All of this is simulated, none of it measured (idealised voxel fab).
The following process module bears the name voxel capacitor over wiring.
The width of the displayed cross-section, cut, is 175 nm; its cells are square, with a size of 5 nm.
A cross-section in this document is a grid of square cells, and it is written down as bands, the top band listed before the ones below it; a band is made up of one or more rows of cells. Heads up on the band format: heights come first, top then bottom, in nm. After that it's the materials left to right, each with its width in nm. A single material flagged "edge to edge" fills the whole band edge to edge, and "blank" means there's empty space there. Height datum 0, below which the as-received substrate wafer is one material. Lowest band open at the bottom, running downward: "0 -> down". Top row gets the first number, bottom row gets the second, and each row in between changes by the same step: that is how a band width like "30->40" works. You'll sometimes find "nothing changed" written for a step, and that's the way of saying that nowhere in the cross-section did a cell change during that step. So "Closed internal cavities" is basically the list of trapped voids: any empty space of 8 cells or more that can't reach the top through an opening. They're written width x height at distance, the distance being from the left edge, and it's all nm. Where a step's line continues beyond its settings, the continuation is a remark by the simulator itself on that step. "overlay nm" denotes, for a step that has a mask, the displacement of the mask to the right of its planned place, with negative values corresponding to the left.
[Steps in the process plan]
step 1: RECEIVE (material Si)
step 2: CONFORMAL_DEP (material SiO2; thk nm 15)
step 3: CONFORMAL_DEP (material SiCN; thk nm 5)
step 4: DIRECTIONAL_DEP (material SiO2; thk nm 15)
step 5: PATTERN (tone open; mask id METAL_1; material resist; width nm 25; pitch nm 80; thk nm 20; overlay nm 0)
step 6: DIRECTIONAL_ETCH (etch materials SiO2; depth nm 15)
step 7: DIRECTIONAL_ETCH (etch materials SiCN; depth nm 5)
step 8: STRIP (etch materials resist)
step 9: CONFORMAL_DEP (material TiN; thk nm 5)
step 10: FILL_DEP (material W; thk nm 10)
step 11: CMP (height nm 35)
step 12: CONFORMAL_DEP (material SiCN; thk nm 5)
step 13: DIRECTIONAL_DEP (material lowk; thk nm 20)
step 14: DIRECTIONAL_DEP (material aC; thk nm 15)
step 15: PATTERN (tone open; mask id PLUG_1; material resist; width nm 15; thk nm 35; overlay nm 0)
step 16: DIRECTIONAL_ETCH (etch materials aC; depth nm 15)
step 17: STRIP (etch materials resist)
step 18: DIRECTIONAL_ETCH (etch materials lowk; depth nm 20)
step 19: DIRECTIONAL_ETCH (etch materials SiCN; depth nm 5)
step 20: STRIP (etch materials aC)
step 21: EPI (material Ru; thk nm 10)
step 22: EPI (material Ru; thk nm 10)
step 23: EPI (material Ru; thk nm 5)
step 24: DIRECTIONAL_DEP (material TiN; thk nm 10)
step 25: DIRECTIONAL_DEP (material Al2O3; thk nm 5)
step 26: DIRECTIONAL_DEP (material TiN; thk nm 5)
step 27: PATTERN (tone cover; mask id UPPER_PLATE; material resist; width nm 60; thk nm 20; overlay nm 0)
step 28: DIRECTIONAL_ETCH (etch materials TiN; depth nm 5)
step 29: DIRECTIONAL_ETCH (etch materials Al2O3; depth nm 5)
step 30: STRIP (etch materials resist)
step 31: DIRECTIONAL_DEP (material aC; thk nm 10)
step 32: PATTERN (tone cover; mask id LOWER_PLATE; material resist; width nm 70; thk nm 30; overlay nm 0)
step 33: DIRECTIONAL_ETCH (etch materials aC; depth nm 10)
step 34: STRIP (etch materials resist)
step 35: DIRECTIONAL_ETCH (etch materials TiN; depth nm 10)
step 36: STRIP (etch materials aC)
step 37: FILL_DEP (material SiO2; thk nm 20)
step 38: CMP (height nm 95)
step 39: MASKED_ETCH (tone open; mask id PLUG_2; width nm 15; etch materials SiO2; depth nm 15; overlay nm 0)
step 40: CONFORMAL_DEP (material TiN; thk nm 5)
step 41: FILL_DEP (material Ru; thk nm 5)
step 42: CMP (height nm 95)
step 43: CONFORMAL_DEP (material SiCN; thk nm 5)
[The first of a set of two wafers, run to plan]
[Shown in cross-section is the wafer as received, that is, as it stands after step 1]
  0 -> down: Si edge to edge
  Closed internal cavities: none
[So this is the wafer cross-section right after step 2]
  15 -> 0: SiO2 edge to edge
  Whatever lies below 0 is exactly as it was before.
[So this is the wafer cross-section right after step 3]
  20 -> 15: SiCN edge to edge
  Whatever lies below 15 is exactly as it was before.
[So this is the wafer cross-section right after step 4]
  35 -> 20: SiO2 edge to edge
  Whatever lies below 20 is exactly as it was before.
[So this is the wafer cross-section right after step 5]
  55 -> 35: 35 resist / 25 blank / 55 resist / 25 blank / 35 resist
  Whatever lies below 35 is exactly as it was before.
[So this is the wafer cross-section right after step 6]
  55 -> 35: 35 resist / 25 blank / 55 resist / 25 blank / 35 resist
  35 -> 20: 35 SiO2 / 25 blank / 55 SiO2 / 25 blank / 35 SiO2
  Whatever lies below 20 is exactly as it was before.
[So this is the wafer cross-section right after step 7]
  55 -> 35: 35 resist / 25 blank / 55 resist / 25 blank / 35 resist
  35 -> 20: 35 SiO2 / 25 blank / 55 SiO2 / 25 blank / 35 SiO2
  20 -> 15: 35 SiCN / 25 blank / 55 SiCN / 25 blank / 35 SiCN
  Whatever lies below 15 is exactly as it was before.
[So this is the wafer cross-section right after step 8]
  35 -> 20: 35 SiO2 / 25 blank / 55 SiO2 / 25 blank / 35 SiO2
  Whatever lies below 20 is exactly as it was before.
[So this is the wafer cross-section right after step 9]
  40 -> 35: 40 TiN / 15 blank / 65 TiN / 15 blank / 40 TiN
  35 -> 20: 35 SiO2 / 5 TiN / 15 blank / 5 TiN / 55 SiO2 / 5 TiN / 15 blank / 5 TiN / 35 SiO2
  20 -> 15: 35 SiCN / 25 TiN / 55 SiCN / 25 TiN / 35 SiCN
  Whatever lies below 15 is exactly as it was before.
[So this is the wafer cross-section right after step 10]
  50 -> 40: W edge to edge
  40 -> 35: 40 TiN / 15 W / 65 TiN / 15 W / 40 TiN
  35 -> 20: 35 SiO2 / 5 TiN / 15 W / 5 TiN / 55 SiO2 / 5 TiN / 15 W / 5 TiN / 35 SiO2
  Whatever lies below 20 is exactly as it was before.
[So this is the wafer cross-section right after step 11]
  35 -> 20: 35 SiO2 / 5 TiN / 15 W / 5 TiN / 55 SiO2 / 5 TiN / 15 W / 5 TiN / 35 SiO2
  Whatever lies below 20 is exactly as it was before.
[So this is the wafer cross-section right after step 12]
  40 -> 35: SiCN edge to edge
  Whatever lies below 35 is exactly as it was before.
[So this is the wafer cross-section right after step 13]
  60 -> 40: lowk edge to edge
  Whatever lies below 40 is exactly as it was before.
[So this is the wafer cross-section right after step 14]
  75 -> 60: aC edge to edge
  Whatever lies below 60 is exactly as it was before.
[So this is the wafer cross-section right after step 15]
  110 -> 75: 45 resist / 15 blank / 115 resist
  Whatever lies below 75 is exactly as it was before.
[So this is the wafer cross-section right after step 16]
  95 -> 75: 45 resist / 15 blank / 115 resist
  75 -> 60: 45 aC / 15 blank / 115 aC
  Whatever lies below 60 is exactly as it was before.
[So this is the wafer cross-section right after step 17]
  75 -> 60: 45 aC / 15 blank / 115 aC
  Whatever lies below 60 is exactly as it was before.
[So this is the wafer cross-section right after step 18]
  75 -> 60: 45 aC / 15 blank / 115 aC
  60 -> 40: 45 lowk / 15 blank / 115 lowk
  Whatever lies below 40 is exactly as it was before.
[So this is the wafer cross-section right after step 19]
  75 -> 60: 45 aC / 15 blank / 115 aC
  60 -> 40: 45 lowk / 15 blank / 115 lowk
  40 -> 35: 45 SiCN / 15 blank / 115 SiCN
  Whatever lies below 35 is exactly as it was before.
[So this is the wafer cross-section right after step 20]
  60 -> 40: 45 lowk / 15 blank / 115 lowk
  Whatever lies below 40 is exactly as it was before.
[So this is the wafer cross-section right after step 21]
  60 -> 45: 45 lowk / 15 blank / 115 lowk
  45 -> 40: 45 lowk / 15 Ru / 115 lowk
  40 -> 35: 45 SiCN / 15 Ru / 115 SiCN
  Whatever lies below 35 is exactly as it was before.
[So this is the wafer cross-section right after step 22]
  60 -> 55: 45 lowk / 15 blank / 115 lowk
  55 -> 40: 45 lowk / 15 Ru / 115 lowk
  Whatever lies below 40 is exactly as it was before.
[So this is the wafer cross-section right after step 23]
  60 -> 40: 45 lowk / 15 Ru / 115 lowk
  Whatever lies below 40 is exactly as it was before.
[So this is the wafer cross-section right after step 24]
  70 -> 60: TiN edge to edge
  Whatever lies below 60 is exactly as it was before.
[So this is the wafer cross-section right after step 25]
  75 -> 70: Al2O3 edge to edge
  Whatever lies below 70 is exactly as it was before.
[So this is the wafer cross-section right after step 26]
  80 -> 75: TiN edge to edge
  Whatever lies below 75 is exactly as it was before.
[So this is the wafer cross-section right after step 27]
  100 -> 80: 45 blank / 60 resist / 70 blank
  Whatever lies below 80 is exactly as it was before.
[So this is the wafer cross-section right after step 28]
  100 -> 80: 45 blank / 60 resist / 70 blank
  80 -> 75: 45 blank / 60 TiN / 70 blank
  Whatever lies below 75 is exactly as it was before.
[So this is the wafer cross-section right after step 29]
  100 -> 80: 45 blank / 60 resist / 70 blank
  80 -> 75: 45 blank / 60 TiN / 70 blank
  75 -> 70: 45 blank / 60 Al2O3 / 70 blank
  Whatever lies below 70 is exactly as it was before.
[So this is the wafer cross-section right after step 30]
  80 -> 75: 45 blank / 60 TiN / 70 blank
  Whatever lies below 75 is exactly as it was before.
[So this is the wafer cross-section right after step 31]
  90 -> 80: 45 blank / 60 aC / 70 blank
  80 -> 75: 45 aC / 60 TiN / 70 aC
  75 -> 70: 45 aC / 60 Al2O3 / 70 aC
  Whatever lies below 70 is exactly as it was before.
[So this is the wafer cross-section right after step 32]
  120 -> 90: 40 blank / 70 resist / 65 blank
  90 -> 80: 40 blank / 5 resist / 60 aC / 5 resist / 65 blank
  Whatever lies below 80 is exactly as it was before.
[So this is the wafer cross-section right after step 33]
  110 -> 90: 40 blank / 70 resist / 65 blank
  90 -> 80: 40 blank / 5 resist / 60 aC / 5 resist / 65 blank
  80 -> 75: 40 blank / 5 aC / 60 TiN / 5 aC / 65 blank
  75 -> 70: 40 blank / 5 aC / 60 Al2O3 / 5 aC / 65 blank
  Whatever lies below 70 is exactly as it was before.
[So this is the wafer cross-section right after step 34]
  90 -> 80: 45 blank / 60 aC / 70 blank
  Whatever lies below 80 is exactly as it was before.
[So this is the wafer cross-section right after step 35]
  90 -> 80: 45 blank / 60 aC / 70 blank
  80 -> 75: 40 blank / 5 aC / 60 TiN / 5 aC / 65 blank
  75 -> 70: 40 blank / 5 aC / 60 Al2O3 / 5 aC / 65 blank
  70 -> 60: 40 blank / 70 TiN / 65 blank
  Whatever lies below 60 is exactly as it was before.
[So this is the wafer cross-section right after step 36]
  80 -> 75: 45 blank / 60 TiN / 70 blank
  75 -> 70: 45 blank / 60 Al2O3 / 70 blank
  Whatever lies below 70 is exactly as it was before.
[So this is the wafer cross-section right after step 37]
  100 -> 80: SiO2 edge to edge
  80 -> 75: 45 SiO2 / 60 TiN / 70 SiO2
  75 -> 70: 45 SiO2 / 60 Al2O3 / 70 SiO2
  70 -> 60: 40 SiO2 / 70 TiN / 65 SiO2
  Whatever lies below 60 is exactly as it was before.
[So this is the wafer cross-section right after step 38]
  95 -> 80: SiO2 edge to edge
  Whatever lies below 80 is exactly as it was before.
[So this is the wafer cross-section right after step 39]
  95 -> 80: 55 SiO2 / 15 blank / 105 SiO2
  Whatever lies below 80 is exactly as it was before.
[So this is the wafer cross-section right after step 40]
  100 -> 95: 60 TiN / 5 blank / 110 TiN
  95 -> 85: 55 SiO2 / 5 TiN / 5 blank / 5 TiN / 105 SiO2
  85 -> 75: 55->45 SiO2 / 15->60 TiN / 105->70 SiO2
  Whatever lies below 75 is exactly as it was before.
[So this is the wafer cross-section right after step 41]
  105 -> 100: Ru edge to edge
  100 -> 95: 60 TiN / 5 Ru / 110 TiN
  95 -> 85: 55 SiO2 / 5 TiN / 5 Ru / 5 TiN / 105 SiO2
  Whatever lies below 85 is exactly as it was before.
[So this is the wafer cross-section right after step 42]
  95 -> 85: 55 SiO2 / 5 TiN / 5 Ru / 5 TiN / 105 SiO2
  Whatever lies below 85 is exactly as it was before.
[So this is the wafer cross-section right after step 43]
  100 -> 95: SiCN edge to edge
  Whatever lies below 95 is exactly as it was before.
[Second wafer. Start and plan as for the first. One mistake made in running. Agrees with the first up to and including step 24]
Cross-section of the second wafer at the time by which step 25 should have been completed according to the plan: nothing changed
[Cross-section of the second wafer at the time by which step 26 should have been completed according to the plan]
  75 -> 60: TiN edge to edge
  Whatever lies below 60 is exactly as it was before.
[Cross-section of the second wafer at the time by which step 27 should have been completed according to the plan]
  95 -> 75: 45 blank / 60 resist / 70 blank
  Whatever lies below 75 is exactly as it was before.
[Cross-section of the second wafer at the time by which step 28 should have been completed according to the plan]
  95 -> 75: 45 blank / 60 resist / 70 blank
  75 -> 70: 45 blank / 60 TiN / 70 blank
  Whatever lies below 70 is exactly as it was before.
Cross-section of the second wafer at the time by which step 29 should have been completed according to the plan: nothing changed
[Cross-section of the second wafer at the time by which step 30 should have been completed according to the plan]
  75 -> 70: 45 blank / 60 TiN / 70 blank
  Whatever lies below 70 is exactly as it was before.
[Cross-section of the second wafer at the time by which step 31 should have been completed according to the plan]
  85 -> 80: 45 blank / 60 aC / 70 blank
  80 -> 75: aC edge to edge
  75 -> 70: 45 aC / 60 TiN / 70 aC
  Whatever lies below 70 is exactly as it was before.
[Cross-section of the second wafer at the time by which step 32 should have been completed according to the plan]
  115 -> 85: 40 blank / 70 resist / 65 blank
  85 -> 80: 40 blank / 5 resist / 60 aC / 5 resist / 65 blank
  Whatever lies below 80 is exactly as it was before.
[Cross-section of the second wafer at the time by which step 33 should have been completed according to the plan]
  105 -> 85: 40 blank / 70 resist / 65 blank
  85 -> 80: 40 blank / 5 resist / 60 aC / 5 resist / 65 blank
  80 -> 75: 40 blank / 70 aC / 65 blank
  75 -> 70: 40 blank / 5 aC / 60 TiN / 5 aC / 65 blank
  Whatever lies below 70 is exactly as it was before.
[Cross-section of the second wafer at the time by which step 34 should have been completed according to the plan]
  85 -> 75: 45->40 blank / 60->70 aC / 70->65 blank
  Whatever lies below 75 is exactly as it was before.
[Cross-section of the second wafer at the time by which step 35 should have been completed according to the plan]
  85 -> 75: 45->40 blank / 60->70 aC / 70->65 blank
  75 -> 70: 40 blank / 5 aC / 60 TiN / 5 aC / 65 blank
  70 -> 60: 40 blank / 70 TiN / 65 blank
  Whatever lies below 60 is exactly as it was before.
[Cross-section of the second wafer at the time by which step 36 should have been completed according to the plan]
  75 -> 70: 45 blank / 60 TiN / 70 blank
  Whatever lies below 70 is exactly as it was before.
[Cross-section of the second wafer at the time by which step 37 should have been completed according to the plan]
  95 -> 75: SiO2 edge to edge
  75 -> 70: 45 SiO2 / 60 TiN / 70 SiO2
  70 -> 60: 40 SiO2 / 70 TiN / 65 SiO2
  Whatever lies below 60 is exactly as it was before.
Cross-section of the second wafer at the time by which step 38 should have been completed according to the plan: nothing changed
[Cross-section of the second wafer at the time by which step 39 should have been completed according to the plan]
  95 -> 80: 55 SiO2 / 15 blank / 105 SiO2
  Whatever lies below 80 is exactly as it was before.
[Cross-section of the second wafer at the time by which step 40 should have been completed according to the plan]
  100 -> 95: 60 TiN / 5 blank / 110 TiN
  95 -> 85: 55 SiO2 / 5 TiN / 5 blank / 5 TiN / 105 SiO2
  85 -> 80: 55 SiO2 / 15 TiN / 105 SiO2
  Whatever lies below 80 is exactly as it was before.
[Cross-section of the second wafer at the time by which step 41 should have been completed according to the plan]
  105 -> 100: Ru edge to edge
  100 -> 95: 60 TiN / 5 Ru / 110 TiN
  95 -> 85: 55 SiO2 / 5 TiN / 5 Ru / 5 TiN / 105 SiO2
  Whatever lies below 85 is exactly as it was before.
[Cross-section of the second wafer at the time by which step 42 should have been completed according to the plan]
  95 -> 85: 55 SiO2 / 5 TiN / 5 Ru / 5 TiN / 105 SiO2
  Whatever lies below 85 is exactly as it was before.
[Cross-section of the second wafer at the time by which step 43 should have been completed according to the plan]
  100 -> 95: SiCN edge to edge
  Whatever lies below 95 is exactly as it was before.
It is concluded that the wafer was processed incorrectly with respect to the plan, in that plan step 25 never ran because it was skipped
The closing comparison, in cells, has the second wafer with more or fewer of some materials than the first: -12 Al2O3 | +12 SiO2
